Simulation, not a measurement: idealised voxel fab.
process module | voxel capacitor over wiring
cross-section cut | 290 nm wide | cells 5 nm
A cross-section is a grid of square cells, given in bands from the top down. A band is one or more rows of cells.
Each band's line starts with the height of the band's top and of its bottom, in nm. Then come its materials from left to right, each with its width in nm. One material with "throughout" fills the band from edge to edge. "air" is empty space.
Height 0 is the level under which the wafer as received is all one material. The lowest band goes on downwards, as in "0 down".
A width such as "30 to 40" changes by the same amount from each row of cells to the next, from the band's top row to its bottom row.
"no change" after a step means that no cell of the cross-section changed.
closed voids: empty space of 8 cells or more with no open way to the top, each as width x height at its distance from the left edge, in nm
after a step's settings: what the simulator itself notes on the step
overlay nm, on a step with a mask: how far to the right of its planned place the mask lay; to the left if negative
Each pair below shows a cross-section before one step and the cross-section after it, down to the lowest band that changed. The line under each pair gives the step between them, with its settings. The pairs can come from different runs of this module on the same starting wafer, so a pair continues from the pair above only where its "before" says so.
before
  0 down: Si throughout
  closed voids: none
after
  15 to 0: SiO2 throughout
  below 0: unchanged
  closed voids: none
the step between: op CONFORMAL_DEP | material SiO2 | thk nm 15
before: the cross-section after the pair above
after
  20 to 15: TiN throughout
  below 15: unchanged
  closed voids: none
the step between: op DIRECTIONAL_DEP | material TiN | thk nm 5
before: the cross-section after the pair above
after
  45 to 20: W throughout
  below 20: unchanged
  closed voids: none
the step between: op DIRECTIONAL_DEP | material W | thk nm 25
before: the cross-section after the pair above
after
  60 to 45: aC throughout
  below 45: unchanged
  closed voids: none
the step between: op DIRECTIONAL_DEP | material aC | thk nm 15
before: the cross-section after the pair above
after
  90 to 60: air 85 | resist 30 | air 60 | resist 30 | air 85
  below 60: unchanged
  closed voids: none
the step between: op PATTERN | tone cover | mask id METAL_1 | material resist | width nm 30 | pitch nm 90 | thk nm 30 | overlay nm 0
before: the cross-section after the pair above
after
  75 to 60: air 85 | resist 30 | air 60 | resist 30 | air 85
  60 to 45: air 85 | aC 30 | air 60 | aC 30 | air 85
  below 45: unchanged
  closed voids: none
the step between: op DIRECTIONAL_ETCH | etch materials aC | depth nm 15
before: the cross-section after the pair above
after
  60 to 45: air 85 | aC 30 | air 60 | aC 30 | air 85
  below 45: unchanged
  closed voids: none
the step between: op STRIP | etch materials resist
before: the cross-section after the pair above
after
  60 to 45: air 85 | aC 30 | air 60 | aC 30 | air 85
  45 to 20: air 85 | W 30 | air 60 | W 30 | air 85
  below 20: unchanged
  closed voids: none
the step between: op DIRECTIONAL_ETCH | etch materials W | depth nm 25
before: the cross-section after the pair above
after
  60 to 45: air 85 | aC 30 | air 60 | aC 30 | air 85
  45 to 20: air 85 | W 30 | air 60 | W 30 | air 85
  20 to 15: air 85 | TiN 30 | air 60 | TiN 30 | air 85
  below 15: unchanged
  closed voids: none
the step between: op DIRECTIONAL_ETCH | etch materials TiN | depth nm 5
before: the cross-section after the pair above
after
  45 to 20: air 85 | W 30 | air 60 | W 30 | air 85
  below 20: unchanged
  closed voids: none
the step between: op STRIP | etch materials aC
before: the cross-section after the pair above
after
  50 to 45: SiO2 throughout
  45 to 20: SiO2 85 | W 30 | SiO2 60 | W 30 | SiO2 85
  20 to 15: SiO2 85 | TiN 30 | SiO2 60 | TiN 30 | SiO2 85
  below 15: unchanged
  closed voids: none
the step between: op FILL_DEP | material SiO2 | thk nm 5
before: the cross-section after the pair above
after
  45 to 20: SiO2 85 | W 30 | SiO2 60 | W 30 | SiO2 85
  below 20: unchanged
  closed voids: none
the step between: op CMP | height nm 45
before: the cross-section after the pair above
after
  50 to 45: SiCN throughout
  below 45: unchanged
  closed voids: none
the step between: op CONFORMAL_DEP | material SiCN | thk nm 5
before: the cross-section after the pair above
after
  70 to 50: lowk throughout
  below 50: unchanged
  closed voids: none
the step between: op DIRECTIONAL_DEP | material lowk | thk nm 20
before: the cross-section after the pair above
after
  70 to 50: lowk 100 | air 15 | lowk 175
  below 50: unchanged
  closed voids: none
the step between: op MASKED_ETCH | tone open | mask id PLUG_1 | width nm 15 | etch materials lowk | depth nm 20 | overlay nm 0
before: the cross-section after the pair above
after
  70 to 50: lowk 100 | air 15 | lowk 175
  50 to 45: SiCN 100 | air 15 | SiCN 175
  below 45: unchanged
  closed voids: none
the step between: op MASKED_ETCH | tone open | mask id PLUG_1 | width nm 15 | etch materials SiCN | depth nm 5 | overlay nm 0
before: the cross-section after the pair above
after
  75 to 70: TiN 105 | air 5 | TiN 180
  70 to 50: lowk 100 | TiN 5 | air 5 | TiN 5 | lowk 175
  50 to 45: SiCN 100 | TiN 15 | SiCN 175
  below 45: unchanged
  closed voids: none
the step between: op CONFORMAL_DEP | material TiN | thk nm 5
before: the cross-section after the pair above
after
  85 to 75: W throughout
  75 to 70: TiN 105 | W 5 | TiN 180
  70 to 50: lowk 100 | TiN 5 | W 5 | TiN 5 | lowk 175
  below 50: unchanged
  closed voids: none
the step between: op FILL_DEP | material W | thk nm 10
before: the cross-section after the pair above
after
  70 to 50: lowk 100 | TiN 5 | W 5 | TiN 5 | lowk 175
  below 50: unchanged
  closed voids: none
the step between: op CMP | height nm 70
before: the cross-section after the pair above
after
  80 to 70: TiN throughout
  below 70: unchanged
  closed voids: none
the step between: op DIRECTIONAL_DEP | material TiN | thk nm 10
before: the cross-section after the pair above
after
  85 to 80: Al2O3 throughout
  below 80: unchanged
  closed voids: none
the step between: op DIRECTIONAL_DEP | material Al2O3 | thk nm 5
before: the cross-section after the pair above
after
  95 to 85: TiN throughout
  below 85: unchanged
  closed voids: none
the step between: op DIRECTIONAL_DEP | material TiN | thk nm 10
before: the cross-section after the pair above
after
  110 to 95: aC throughout
  below 95: unchanged
  closed voids: none
the step between: op DIRECTIONAL_DEP | material aC | thk nm 15
before: the cross-section after the pair above
after
  145 to 110: air 100 | resist 65 | air 125
  below 110: unchanged
  closed voids: none
the step between: op PATTERN | tone cover | mask id UPPER_PLATE | material resist | width nm 65 | thk nm 35 | overlay nm 0
before: the cross-section after the pair above
after
  130 to 110: air 100 | resist 65 | air 125
  110 to 95: air 100 | aC 65 | air 125
  below 95: unchanged
  closed voids: none
the step between: op DIRECTIONAL_ETCH | etch materials aC | depth nm 15
before: the cross-section after the pair above
after
  110 to 95: air 100 | aC 65 | air 125
  below 95: unchanged
  closed voids: none
the step between: op STRIP | etch materials resist
before: the cross-section after the pair above
after
  110 to 95: air 100 | aC 65 | air 125
  95 to 85: air 100 | TiN 65 | air 125
  below 85: unchanged
  closed voids: none
the step between: op DIRECTIONAL_ETCH | etch materials TiN | depth nm 10
before: the cross-section after the pair above
after
  110 to 95: air 100 | aC 65 | air 125
  95 to 85: air 100 | TiN 65 | air 125
  85 to 80: air 100 | Al2O3 65 | air 125
  below 80: unchanged
  closed voids: none
the step between: op DIRECTIONAL_ETCH | etch materials Al2O3 | depth nm 5
before: the cross-section after the pair above
after
  95 to 85: air 100 | TiN 65 | air 125
  below 85: unchanged
  closed voids: none
the step between: op STRIP | etch materials aC
before: the cross-section after the pair above
after
  110 to 95: air 95 | resist 75 | air 120
  95 to 85: air 95 | resist 5 | TiN 65 | resist 5 | air 120
  85 to 80: air 95 | resist 5 | Al2O3 65 | resist 5 | air 120
  below 80: unchanged
  closed voids: none
the step between: op PATTERN | tone cover | mask id LOWER_PLATE | material resist | width nm 75 | thk nm 15 | overlay nm 0
before: the cross-section after the pair above
after
  110 to 95: air 95 | resist 75 | air 120
  95 to 85: air 95 | resist 5 | TiN 65 | resist 5 | air 120
  85 to 80: air 95 | resist 5 | Al2O3 65 | resist 5 | air 120
  80 to 70: air 95 | TiN 75 | air 120
  below 70: unchanged
  closed voids: none
the step between: op DIRECTIONAL_ETCH | etch materials TiN | depth nm 10
before: the cross-section after the pair above
after
  95 to 85: air 100 | TiN 65 | air 125
  85 to 80: air 100 | Al2O3 65 | air 125
  below 80: unchanged
  closed voids: none
the step between: op STRIP | etch materials resist
before: the cross-section after the pair above
after
  110 to 95: SiO2 throughout
  95 to 85: SiO2 100 | TiN 65 | SiO2 125
  85 to 80: SiO2 100 | Al2O3 65 | SiO2 125
  80 to 70: SiO2 95 | TiN 75 | SiO2 120
  below 70: unchanged
  closed voids: none
the step between: op FILL_DEP | material SiO2 | thk nm 15
before: the cross-section after the pair above
after
  105 to 95: SiO2 throughout
  below 95: unchanged
  closed voids: none
the step between: op CMP | height nm 105
before: the cross-section after the pair above
after
  105 to 95: SiO2 110 | air 15 | SiO2 165
  below 95: unchanged
  closed voids: none
the step between: op MASKED_ETCH | tone open | mask id PLUG_2 | width nm 15 | etch materials SiO2 | depth nm 10 | overlay nm 0
before: the cross-section after the pair above
after
  110 to 105: TiN 115 | air 5 | TiN 170
  105 to 100: SiO2 110 | TiN 5 | air 5 | TiN 5 | SiO2 165
  100 to 95: SiO2 110 | TiN 15 | SiO2 165
  below 95: unchanged
  closed voids: none
the step between: op CONFORMAL_DEP | material TiN | thk nm 5
before: the cross-section after the pair above
after
  115 to 110: Cu throughout
  110 to 105: TiN 115 | Cu 5 | TiN 170
  105 to 100: SiO2 110 | TiN 5 | Cu 5 | TiN 5 | SiO2 165
  below 100: unchanged
  closed voids: none
the step between: op FILL_DEP | material Cu | thk nm 5
before: the cross-section after the pair above
after
  105 to 100: SiO2 110 | TiN 5 | Cu 5 | TiN 5 | SiO2 165
  below 100: unchanged
  closed voids: none
the step between: op CMP | height nm 105
before: the cross-section after the pair above
after
  110 to 105: SiCN throughout
  below 105: unchanged
  closed voids: none
the step between: op CONFORMAL_DEP | material SiCN | thk nm 5
before
  80 to 70: TiN throughout
  70 to 50: lowk 100 | TiN 5 | W 5 | TiN 5 | lowk 175
  50 to 45: SiCN 100 | TiN 15 | SiCN 175
  45 to 20: SiO2 85 | W 30 | SiO2 60 | W 30 | SiO2 85
  20 to 15: SiO2 85 | TiN 30 | SiO2 60 | TiN 30 | SiO2 85
  15 to 0: SiO2 throughout
  0 down: Si throughout
  closed voids: none
after
  90 to 70: TiN throughout
  below 70: unchanged
  closed voids: none
the step between: op DIRECTIONAL_DEP | material TiN | thk nm 10
before: the cross-section after the pair above
after
  105 to 90: aC throughout
  below 90: unchanged
  closed voids: none
the step between: op DIRECTIONAL_DEP | material aC | thk nm 15
before: the cross-section after the pair above
after
  140 to 105: air 100 | resist 65 | air 125
  below 105: unchanged
  closed voids: none
the step between: op PATTERN | tone cover | mask id UPPER_PLATE | material resist | width nm 65 | thk nm 35 | overlay nm 0
before: the cross-section after the pair above
after
  125 to 105: air 100 | resist 65 | air 125
  105 to 90: air 100 | aC 65 | air 125
  below 90: unchanged
  closed voids: none
the step between: op DIRECTIONAL_ETCH | etch materials aC | depth nm 15
before: the cross-section after the pair above
after
  105 to 90: air 100 | aC 65 | air 125
  below 90: unchanged
  closed voids: none
the step between: op STRIP | etch materials resist
before: the cross-section after the pair above
after
  105 to 90: air 100 | aC 65 | air 125
  90 to 80: air 100 | TiN 65 | air 125
  below 80: unchanged
  closed voids: none
the step between: op DIRECTIONAL_ETCH | etch materials TiN | depth nm 10
before: the cross-section after the pair above
after
  90 to 80: air 100 | TiN 65 | air 125
  below 80: unchanged
  closed voids: none
the step between: op STRIP | etch materials aC
before: the cross-section after the pair above
after
  105 to 90: air 95 | resist 75 | air 120
  90 to 80: air 95 | resist 5 | TiN 65 | resist 5 | air 120
  below 80: unchanged
  closed voids: none
the step between: op PATTERN | tone cover | mask id LOWER_PLATE | material resist | width nm 75 | thk nm 15 | overlay nm 0
before: the cross-section after the pair above
after
  105 to 90: air 95 | resist 75 | air 120
  90 to 80: air 95 | resist 5 | TiN 65 | resist 5 | air 120
  80 to 70: air 95 | TiN 75 | air 120
  below 70: unchanged
  closed voids: none
the step between: op DIRECTIONAL_ETCH | etch materials TiN | depth nm 10
before: the cross-section after the pair above
after
  90 to 80: air 100 | TiN 65 | air 125
  below 80: unchanged
  closed voids: none
the step between: op STRIP | etch materials resist
before: the cross-section after the pair above
after
  105 to 90: SiO2 throughout
  90 to 80: SiO2 100 | TiN 65 | SiO2 125
  80 to 70: SiO2 95 | TiN 75 | SiO2 120
  below 70: unchanged
  closed voids: none
the step between: op FILL_DEP | material SiO2 | thk nm 15
before: the cross-section after the pair above
after
  105 to 95: SiO2 110 | air 15 | SiO2 165
  below 95: unchanged
  closed voids: none
the step between: op MASKED_ETCH | tone open | mask id PLUG_2 | width nm 15 | etch materials SiO2 | depth nm 10 | overlay nm 0
before: the cross-section after the pair above
after
  110 to 105: TiN 115 | air 5 | TiN 170
  105 to 100: SiO2 110 | TiN 5 | air 5 | TiN 5 | SiO2 165
  100 to 95: SiO2 110 | TiN 15 | SiO2 165
  below 95: unchanged
  closed voids: none
the step between: op CONFORMAL_DEP | material TiN | thk nm 5
before: the cross-section after the pair above
after
  115 to 110: Cu throughout
  110 to 105: TiN 115 | Cu 5 | TiN 170
  105 to 100: SiO2 110 | TiN 5 | Cu 5 | TiN 5 | SiO2 165
  below 100: unchanged
  closed voids: none
the step between: op FILL_DEP | material Cu | thk nm 5
before: the cross-section after the pair above
after
  105 to 100: SiO2 110 | TiN 5 | Cu 5 | TiN 5 | SiO2 165
  below 100: unchanged
  closed voids: none
the step between: op CMP | height nm 105
before: the cross-section after the pair above
after
  110 to 105: SiCN throughout
  below 105: unchanged
  closed voids: none
the step between: op CONFORMAL_DEP | material SiCN | thk nm 5
before
  15 to 0: SiO2 throughout
  0 down: Si throughout
  closed voids: none
after
  30 to 0: SiO2 throughout
  below 0: unchanged
  closed voids: none
the step between: op CONFORMAL_DEP | material SiO2 | thk nm 15
before: the cross-section after the pair above
after
  35 to 30: TiN throughout
  below 30: unchanged
  closed voids: none
the step between: op DIRECTIONAL_DEP | material TiN | thk nm 5
before: the cross-section after the pair above
after
  60 to 35: W throughout
  below 35: unchanged
  closed voids: none
the step between: op DIRECTIONAL_DEP | material W | thk nm 25
before: the cross-section after the pair above
after
  75 to 60: aC throughout
  below 60: unchanged
  closed voids: none
the step between: op DIRECTIONAL_DEP | material aC | thk nm 15
before: the cross-section after the pair above
after
  105 to 75: air 85 | resist 30 | air 60 | resist 30 | air 85
  below 75: unchanged
  closed voids: none
the step between: op PATTERN | tone cover | mask id METAL_1 | material resist | width nm 30 | pitch nm 90 | thk nm 30 | overlay nm 0
before: the cross-section after the pair above
after
  90 to 75: air 85 | resist 30 | air 60 | resist 30 | air 85
  75 to 60: air 85 | aC 30 | air 60 | aC 30 | air 85
  below 60: unchanged
  closed voids: none
the step between: op DIRECTIONAL_ETCH | etch materials aC | depth nm 15
before: the cross-section after the pair above
after
  75 to 60: air 85 | aC 30 | air 60 | aC 30 | air 85
  below 60: unchanged
  closed voids: none
the step between: op STRIP | etch materials resist
before: the cross-section after the pair above
after
  75 to 60: air 85 | aC 30 | air 60 | aC 30 | air 85
  60 to 35: air 85 | W 30 | air 60 | W 30 | air 85
  below 35: unchanged
  closed voids: none
the step between: op DIRECTIONAL_ETCH | etch materials W | depth nm 25
before: the cross-section after the pair above
after
  75 to 60: air 85 | aC 30 | air 60 | aC 30 | air 85
  60 to 35: air 85 | W 30 | air 60 | W 30 | air 85
  35 to 30: air 85 | TiN 30 | air 60 | TiN 30 | air 85
  below 30: unchanged
  closed voids: none
the step between: op DIRECTIONAL_ETCH | etch materials TiN | depth nm 5
before: the cross-section after the pair above
after
  60 to 35: air 85 | W 30 | air 60 | W 30 | air 85
  below 35: unchanged
  closed voids: none
the step between: op STRIP | etch materials aC
before: the cross-section after the pair above
after
  65 to 60: SiO2 throughout
  60 to 35: SiO2 85 | W 30 | SiO2 60 | W 30 | SiO2 85
  35 to 30: SiO2 85 | TiN 30 | SiO2 60 | TiN 30 | SiO2 85
  below 30: unchanged
  closed voids: none
the step between: op FILL_DEP | material SiO2 | thk nm 5
before: the cross-section after the pair above
after
  45 to 35: SiO2 85 | W 30 | SiO2 60 | W 30 | SiO2 85
  below 35: unchanged
  closed voids: none
the step between: op CMP | height nm 45
before: the cross-section after the pair above
after
  50 to 45: SiCN throughout
  below 45: unchanged
  closed voids: none
the step between: op CONFORMAL_DEP | material SiCN | thk nm 5
before: the cross-section after the pair above
after
  70 to 50: lowk throughout
  below 50: unchanged
  closed voids: none
the step between: op DIRECTIONAL_DEP | material lowk | thk nm 20
before: the cross-section after the pair above
after
  70 to 50: lowk 100 | air 15 | lowk 175
  below 50: unchanged
  closed voids: none
the step between: op MASKED_ETCH | tone open | mask id PLUG_1 | width nm 15 | etch materials lowk | depth nm 20 | overlay nm 0
before: the cross-section after the pair above
after
  70 to 50: lowk 100 | air 15 | lowk 175
  50 to 45: SiCN 100 | air 15 | SiCN 175
  below 45: unchanged
  closed voids: none
the step between: op MASKED_ETCH | tone open | mask id PLUG_1 | width nm 15 | etch materials SiCN | depth nm 5 | overlay nm 0
before: the cross-section after the pair above
after
  75 to 70: TiN 105 | air 5 | TiN 180
  70 to 50: lowk 100 | TiN 5 | air 5 | TiN 5 | lowk 175
  50 to 45: SiCN 100 | TiN 15 | SiCN 175
  below 45: unchanged
  closed voids: none
the step between: op CONFORMAL_DEP | material TiN | thk nm 5
before: the cross-section after the pair above
after
  85 to 75: W throughout
  75 to 70: TiN 105 | W 5 | TiN 180
  70 to 50: lowk 100 | TiN 5 | W 5 | TiN 5 | lowk 175
  below 50: unchanged
  closed voids: none
the step between: op FILL_DEP | material W | thk nm 10
before: the cross-section after the pair above
after
  70 to 50: lowk 100 | TiN 5 | W 5 | TiN 5 | lowk 175
  below 50: unchanged
  closed voids: none
the step between: op CMP | height nm 70
before: the cross-section after the pair above
after
  80 to 70: TiN throughout
  below 70: unchanged
  closed voids: none
the step between: op DIRECTIONAL_DEP | material TiN | thk nm 10
before: the cross-section after the pair above
after
  85 to 80: Al2O3 throughout
  below 80: unchanged
  closed voids: none
the step between: op DIRECTIONAL_DEP | material Al2O3 | thk nm 5
before: the cross-section after the pair above
after
  95 to 85: TiN throughout
  below 85: unchanged
  closed voids: none
the step between: op DIRECTIONAL_DEP | material TiN | thk nm 10
before: the cross-section after the pair above
after
  110 to 95: aC throughout
  below 95: unchanged
  closed voids: none
the step between: op DIRECTIONAL_DEP | material aC | thk nm 15
before: the cross-section after the pair above
after
  145 to 110: air 100 | resist 65 | air 125
  below 110: unchanged
  closed voids: none
the step between: op PATTERN | tone cover | mask id UPPER_PLATE | material resist | width nm 65 | thk nm 35 | overlay nm 0
before: the cross-section after the pair above
after
  130 to 110: air 100 | resist 65 | air 125
  110 to 95: air 100 | aC 65 | air 125
  below 95: unchanged
  closed voids: none
the step between: op DIRECTIONAL_ETCH | etch materials aC | depth nm 15
before: the cross-section after the pair above
after
  110 to 95: air 100 | aC 65 | air 125
  below 95: unchanged
  closed voids: none
the step between: op STRIP | etch materials resist
before: the cross-section after the pair above
after
  110 to 95: air 100 | aC 65 | air 125
  95 to 85: air 100 | TiN 65 | air 125
  below 85: unchanged
  closed voids: none
the step between: op DIRECTIONAL_ETCH | etch materials TiN | depth nm 10
before: the cross-section after the pair above
after
  110 to 95: air 100 | aC 65 | air 125
  95 to 85: air 100 | TiN 65 | air 125
  85 to 80: air 100 | Al2O3 65 | air 125
  below 80: unchanged
  closed voids: none
the step between: op DIRECTIONAL_ETCH | etch materials Al2O3 | depth nm 5
before: the cross-section after the pair above
after
  95 to 85: air 100 | TiN 65 | air 125
  below 85: unchanged
  closed voids: none
the step between: op STRIP | etch materials aC
before: the cross-section after the pair above
after
  110 to 95: air 95 | resist 75 | air 120
  95 to 85: air 95 | resist 5 | TiN 65 | resist 5 | air 120
  85 to 80: air 95 | resist 5 | Al2O3 65 | resist 5 | air 120
  below 80: unchanged
  closed voids: none
the step between: op PATTERN | tone cover | mask id LOWER_PLATE | material resist | width nm 75 | thk nm 15 | overlay nm 0
before: the cross-section after the pair above
after
  110 to 95: air 95 | resist 75 | air 120
  95 to 85: air 95 | resist 5 | TiN 65 | resist 5 | air 120
  85 to 80: air 95 | resist 5 | Al2O3 65 | resist 5 | air 120
  80 to 70: air 95 | TiN 75 | air 120
  below 70: unchanged
  closed voids: none
the step between: op DIRECTIONAL_ETCH | etch materials TiN | depth nm 10
before: the cross-section after the pair above
after
  95 to 85: air 100 | TiN 65 | air 125
  85 to 80: air 100 | Al2O3 65 | air 125
  below 80: unchanged
  closed voids: none
the step between: op STRIP | etch materials resist
before: the cross-section after the pair above
after
  110 to 95: SiO2 throughout
  95 to 85: SiO2 100 | TiN 65 | SiO2 125
  85 to 80: SiO2 100 | Al2O3 65 | SiO2 125
  80 to 70: SiO2 95 | TiN 75 | SiO2 120
  below 70: unchanged
  closed voids: none
the step between: op FILL_DEP | material SiO2 | thk nm 15
before: the cross-section after the pair above
after
  105 to 95: SiO2 throughout
  below 95: unchanged
  closed voids: none
the step between: op CMP | height nm 105
before: the cross-section after the pair above
after
  105 to 95: SiO2 110 | air 15 | SiO2 165
  below 95: unchanged
  closed voids: none
the step between: op MASKED_ETCH | tone open | mask id PLUG_2 | width nm 15 | etch materials SiO2 | depth nm 10 | overlay nm 0
before: the cross-section after the pair above
after
  110 to 105: TiN 115 | air 5 | TiN 170
  105 to 100: SiO2 110 | TiN 5 | air 5 | TiN 5 | SiO2 165
  100 to 95: SiO2 110 | TiN 15 | SiO2 165
  below 95: unchanged
  closed voids: none
the step between: op CONFORMAL_DEP | material TiN | thk nm 5
before: the cross-section after the pair above
after
  115 to 110: Cu throughout
  110 to 105: TiN 115 | Cu 5 | TiN 170
  105 to 100: SiO2 110 | TiN 5 | Cu 5 | TiN 5 | SiO2 165
  below 100: unchanged
  closed voids: none
the step between: op FILL_DEP | material Cu | thk nm 5
before: the cross-section after the pair above
after
  105 to 100: SiO2 110 | TiN 5 | Cu 5 | TiN 5 | SiO2 165
  below 100: unchanged
  closed voids: none
the step between: op CMP | height nm 105
before: the cross-section after the pair above
after
  110 to 105: SiCN throughout
  below 105: unchanged
  closed voids: none
the step between: op CONFORMAL_DEP | material SiCN | thk nm 5
before
  0 down: Si throughout
  closed voids: none
after
  5 to 0: TiN throughout
  below 0: unchanged
  closed voids: none
the step between: op DIRECTIONAL_DEP | material TiN | thk nm 5
before: the cross-section after the pair above
after
  20 to 5: SiO2 throughout
  below 5: unchanged
  closed voids: none
the step between: op CONFORMAL_DEP | material SiO2 | thk nm 15
before: the cross-section after the pair above
after
  45 to 20: W throughout
  below 20: unchanged
  closed voids: none
the step between: op DIRECTIONAL_DEP | material W | thk nm 25
before: the cross-section after the pair above
after
  60 to 45: aC throughout
  below 45: unchanged
  closed voids: none
the step between: op DIRECTIONAL_DEP | material aC | thk nm 15
before: the cross-section after the pair above
after
  90 to 60: air 85 | resist 30 | air 60 | resist 30 | air 85
  below 60: unchanged
  closed voids: none
the step between: op PATTERN | tone cover | mask id METAL_1 | material resist | width nm 30 | pitch nm 90 | thk nm 30 | overlay nm 0
before: the cross-section after the pair above
after
  75 to 60: air 85 | resist 30 | air 60 | resist 30 | air 85
  60 to 45: air 85 | aC 30 | air 60 | aC 30 | air 85
  below 45: unchanged
  closed voids: none
the step between: op DIRECTIONAL_ETCH | etch materials aC | depth nm 15
before: the cross-section after the pair above
after
  60 to 45: air 85 | aC 30 | air 60 | aC 30 | air 85
  below 45: unchanged
  closed voids: none
the step between: op STRIP | etch materials resist
before: the cross-section after the pair above
after
  60 to 45: air 85 | aC 30 | air 60 | aC 30 | air 85
  45 to 20: air 85 | W 30 | air 60 | W 30 | air 85
  below 20: unchanged
  closed voids: none
the step between: op DIRECTIONAL_ETCH | etch materials W | depth nm 25
before: the cross-section after the pair above
after
  45 to 20: air 85 | W 30 | air 60 | W 30 | air 85
  below 20: unchanged
  closed voids: none
the step between: op STRIP | etch materials aC
before: the cross-section after the pair above
after
  50 to 45: SiO2 throughout
  45 to 20: SiO2 85 | W 30 | SiO2 60 | W 30 | SiO2 85
  below 20: unchanged
  closed voids: none
the step between: op FILL_DEP | material SiO2 | thk nm 5
before: the cross-section after the pair above
after
  45 to 20: SiO2 85 | W 30 | SiO2 60 | W 30 | SiO2 85
  below 20: unchanged
  closed voids: none
the step between: op CMP | height nm 45
before: the cross-section after the pair above
after
  50 to 45: SiCN throughout
  below 45: unchanged
  closed voids: none
the step between: op CONFORMAL_DEP | material SiCN | thk nm 5
before: the cross-section after the pair above
after
  70 to 50: lowk throughout
  below 50: unchanged
  closed voids: none
the step between: op DIRECTIONAL_DEP | material lowk | thk nm 20
before: the cross-section after the pair above
after
  70 to 50: lowk 100 | air 15 | lowk 175
  below 50: unchanged
  closed voids: none
the step between: op MASKED_ETCH | tone open | mask id PLUG_1 | width nm 15 | etch materials lowk | depth nm 20 | overlay nm 0
before: the cross-section after the pair above
after
  70 to 50: lowk 100 | air 15 | lowk 175
  50 to 45: SiCN 100 | air 15 | SiCN 175
  below 45: unchanged
  closed voids: none
the step between: op MASKED_ETCH | tone open | mask id PLUG_1 | width nm 15 | etch materials SiCN | depth nm 5 | overlay nm 0
before: the cross-section after the pair above
after
  75 to 70: TiN 105 | air 5 | TiN 180
  70 to 50: lowk 100 | TiN 5 | air 5 | TiN 5 | lowk 175
  50 to 45: SiCN 100 | TiN 15 | SiCN 175
  below 45: unchanged
  closed voids: none
the step between: op CONFORMAL_DEP | material TiN | thk nm 5
before: the cross-section after the pair above
after
  85 to 75: W throughout
  75 to 70: TiN 105 | W 5 | TiN 180
  70 to 50: lowk 100 | TiN 5 | W 5 | TiN 5 | lowk 175
  below 50: unchanged
  closed voids: none
the step between: op FILL_DEP | material W | thk nm 10
before: the cross-section after the pair above
after
  70 to 50: lowk 100 | TiN 5 | W 5 | TiN 5 | lowk 175
  below 50: unchanged
  closed voids: none
the step between: op CMP | height nm 70
before: the cross-section after the pair above
after
  80 to 70: TiN throughout
  below 70: unchanged
  closed voids: none
the step between: op DIRECTIONAL_DEP | material TiN | thk nm 10
before: the cross-section after the pair above
after
  85 to 80: Al2O3 throughout
  below 80: unchanged
  closed voids: none
the step between: op DIRECTIONAL_DEP | material Al2O3 | thk nm 5
before: the cross-section after the pair above
after
  95 to 85: TiN throughout
  below 85: unchanged
  closed voids: none
the step between: op DIRECTIONAL_DEP | material TiN | thk nm 10
before: the cross-section after the pair above
after
  110 to 95: aC throughout
  below 95: unchanged
  closed voids: none
the step between: op DIRECTIONAL_DEP | material aC | thk nm 15
before: the cross-section after the pair above
after
  145 to 110: air 100 | resist 65 | air 125
  below 110: unchanged
  closed voids: none
the step between: op PATTERN | tone cover | mask id UPPER_PLATE | material resist | width nm 65 | thk nm 35 | overlay nm 0
before: the cross-section after the pair above
after
  130 to 110: air 100 | resist 65 | air 125
  110 to 95: air 100 | aC 65 | air 125
  below 95: unchanged
  closed voids: none
the step between: op DIRECTIONAL_ETCH | etch materials aC | depth nm 15
before: the cross-section after the pair above
after
  110 to 95: air 100 | aC 65 | air 125
  below 95: unchanged
  closed voids: none
the step between: op STRIP | etch materials resist
before: the cross-section after the pair above
after
  110 to 95: air 100 | aC 65 | air 125
  95 to 85: air 100 | TiN 65 | air 125
  below 85: unchanged
  closed voids: none
the step between: op DIRECTIONAL_ETCH | etch materials TiN | depth nm 10
before: the cross-section after the pair above
after
  110 to 95: air 100 | aC 65 | air 125
  95 to 85: air 100 | TiN 65 | air 125
  85 to 80: air 100 | Al2O3 65 | air 125
  below 80: unchanged
  closed voids: none
the step between: op DIRECTIONAL_ETCH | etch materials Al2O3 | depth nm 5
before: the cross-section after the pair above
after
  95 to 85: air 100 | TiN 65 | air 125
  below 85: unchanged
  closed voids: none
the step between: op STRIP | etch materials aC
before: the cross-section after the pair above
after
  110 to 95: air 95 | resist 75 | air 120
  95 to 85: air 95 | resist 5 | TiN 65 | resist 5 | air 120
  85 to 80: air 95 | resist 5 | Al2O3 65 | resist 5 | air 120
  below 80: unchanged
  closed voids: none
the step between: op PATTERN | tone cover | mask id LOWER_PLATE | material resist | width nm 75 | thk nm 15 | overlay nm 0
before: the cross-section after the pair above
after
  110 to 95: air 95 | resist 75 | air 120
  95 to 85: air 95 | resist 5 | TiN 65 | resist 5 | air 120
  85 to 80: air 95 | resist 5 | Al2O3 65 | resist 5 | air 120
  80 to 70: air 95 | TiN 75 | air 120
  below 70: unchanged
  closed voids: none
the step between: op DIRECTIONAL_ETCH | etch materials TiN | depth nm 10
before: the cross-section after the pair above
after
  95 to 85: air 100 | TiN 65 | air 125
  85 to 80: air 100 | Al2O3 65 | air 125
  below 80: unchanged
  closed voids: none
the step between: op STRIP | etch materials resist
before: the cross-section after the pair above
after
  110 to 95: SiO2 throughout
  95 to 85: SiO2 100 | TiN 65 | SiO2 125
  85 to 80: SiO2 100 | Al2O3 65 | SiO2 125
  80 to 70: SiO2 95 | TiN 75 | SiO2 120
  below 70: unchanged
  closed voids: none
the step between: op FILL_DEP | material SiO2 | thk nm 15
before: the cross-section after the pair above
after
  105 to 95: SiO2 throughout
  below 95: unchanged
  closed voids: none
the step between: op CMP | height nm 105
before: the cross-section after the pair above
after
  105 to 95: SiO2 110 | air 15 | SiO2 165
  below 95: unchanged
  closed voids: none
the step between: op MASKED_ETCH | tone open | mask id PLUG_2 | width nm 15 | etch materials SiO2 | depth nm 10 | overlay nm 0
before: the cross-section after the pair above
after
  110 to 105: TiN 115 | air 5 | TiN 170
  105 to 100: SiO2 110 | TiN 5 | air 5 | TiN 5 | SiO2 165
  100 to 95: SiO2 110 | TiN 15 | SiO2 165
  below 95: unchanged
  closed voids: none
the step between: op CONFORMAL_DEP | material TiN | thk nm 5
before: the cross-section after the pair above
after
  115 to 110: Cu throughout
  110 to 105: TiN 115 | Cu 5 | TiN 170
  105 to 100: SiO2 110 | TiN 5 | Cu 5 | TiN 5 | SiO2 165
  below 100: unchanged
  closed voids: none
the step between: op FILL_DEP | material Cu | thk nm 5
before: the cross-section after the pair above
after
  105 to 100: SiO2 110 | TiN 5 | Cu 5 | TiN 5 | SiO2 165
  below 100: unchanged
  closed voids: none
the step between: op CMP | height nm 105
before: the cross-section after the pair above
after
  110 to 105: SiCN throughout
  below 105: unchanged
  closed voids: none
the step between: op CONFORMAL_DEP | material SiCN | thk nm 5
before
  50 to 45: SiCN throughout
  45 to 20: SiO2 85 | W 30 | SiO2 60 | W 30 | SiO2 85
  20 to 15: SiO2 85 | TiN 30 | SiO2 60 | TiN 30 | SiO2 85
  15 to 0: SiO2 throughout
  0 down: Si throughout
  closed voids: none
after
  60 to 50: lowk throughout
  below 50: unchanged
  closed voids: none
the step between: op DIRECTIONAL_DEP | material lowk | thk nm 10
